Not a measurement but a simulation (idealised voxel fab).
voxel gate over fins: a process module
Square cells of 5 nm make up the cross-section cut, whose width is 230 nm.
Heads up, the way a cross-section reads in here is a grid of square cells, handed over as bands from the top down, with every band being one or more rows of cells. A band entry consists of two parts. The first gives the height of the band's top and the height of its bottom, in nm. The rest lists the band's materials from left to right, each with its width in nm. A single material labelled with the word "throughout" fills the band from edge to edge, and the word "air" marks empty space. The level at which height equals 0 is the one under which the wafer, as it arrives, is entirely one material. No lower edge exists for the bottom band, which continues downward and is notated as in "0 down". Top row gets the first number, bottom row gets the second, and each row in between changes by the same step: that is how a band width like "30 to 40" works. Key: "nothing was modified" - step with no changed cell in the cross-section. In the "Fully enclosed voids" entry, you get each enclosed empty space of 8 cells or more, one with no open way to the top, written width x height at distance, distance from the left edge, in nm. On each step's line, the part that comes after the settings is the simulator's own comment on the step. Each step line may optionally specify "overlay nm", which for a step with a mask gives the rightward distance between the mask's planned place and where it lay, a negative value indicating the leftward direction.

-- The following list gives the planned process steps
1 RECEIVE, material Si
2 CONFORMAL_DEP, material SiN, thk nm 10
3 PATTERN, tone cover, mask id FINS, material resist, width nm 15, pitch nm 40, thk nm 15, overlay nm 0
4 DIRECTIONAL_ETCH, etch materials SiN, depth nm 10
5 DIRECTIONAL_ETCH, etch materials Si, depth nm 40
6 STRIP, etch materials resist
7 OXIDIZE, depth nm 5
8 FILL_DEP, material SiO2, thk nm 15
9 CMP, height nm 10
10 SELECTIVE_ETCH, etch materials SiO2, depth nm 20
11 STRIP, etch materials SiN
12 CONFORMAL_DEP, material HfO2, thk nm 5
13 CONFORMAL_DEP, material TiN, thk nm 5
14 CONFORMAL_DEP, material TiAl, thk nm 5
15 CONFORMAL_DEP, material TiN, thk nm 5
16 FILL_DEP, material W, thk nm 10
17 CMP, height nm 25
18 CONFORMAL_DEP, material SiCN, thk nm 5

-- Incoming wafer in cross-section (state: after step 1)
	0 down = Si throughout
	Fully enclosed voids: none

-- Look at the cross-section after the module: the wafer started out the way shown above and the plan was the one shown above, yet one mistake was made along the way
	30 to 25 = SiCN throughout
	25 to 20 = W throughout
	20 to 15 = W=40, TiN=125, W=65
	15 to 10 = W=40, TiN=5, TiAl=35, TiN=5, TiAl=35, TiN=5, TiAl=35, TiN=5, W=65
	10 to 5 = TiN=45, TiAl=5, TiN=25, TiAl=5, TiN=5, TiAl=5, TiN=25, TiAl=5, TiN=5, TiAl=5, TiN=25, TiAl=5, TiN=70
	5 to 0 = TiAl=50, TiN=5, HfO2=15, TiN=5, TiAl=15, TiN=5, HfO2=15, TiN=5, TiAl=15, TiN=5, HfO2=15, TiN=5, TiAl=75
	0 to -5 = TiN=55, HfO2=5, Si=5, HfO2=5, TiN=25, HfO2=5, Si=5, HfO2=5, TiN=25, HfO2=5, Si=5, HfO2=5, TiN=80
	-5 to -10 = HfO2=60, Si=5, HfO2=35, Si=5, HfO2=35, Si=5, HfO2=85
	-10 to -45 = SiO2=60, Si=5, SiO2=35, Si=5, SiO2=35, Si=5, SiO2=85
	-45 down = Si throughout
	Fully enclosed voids: none
Against the plan, the run slipped here: step 3 ran with different settings than intended, the actual operation and settings being PATTERN, tone cover, mask id FINS, material resist, width nm 15, pitch nm 40, thk nm 15, overlay nm -10
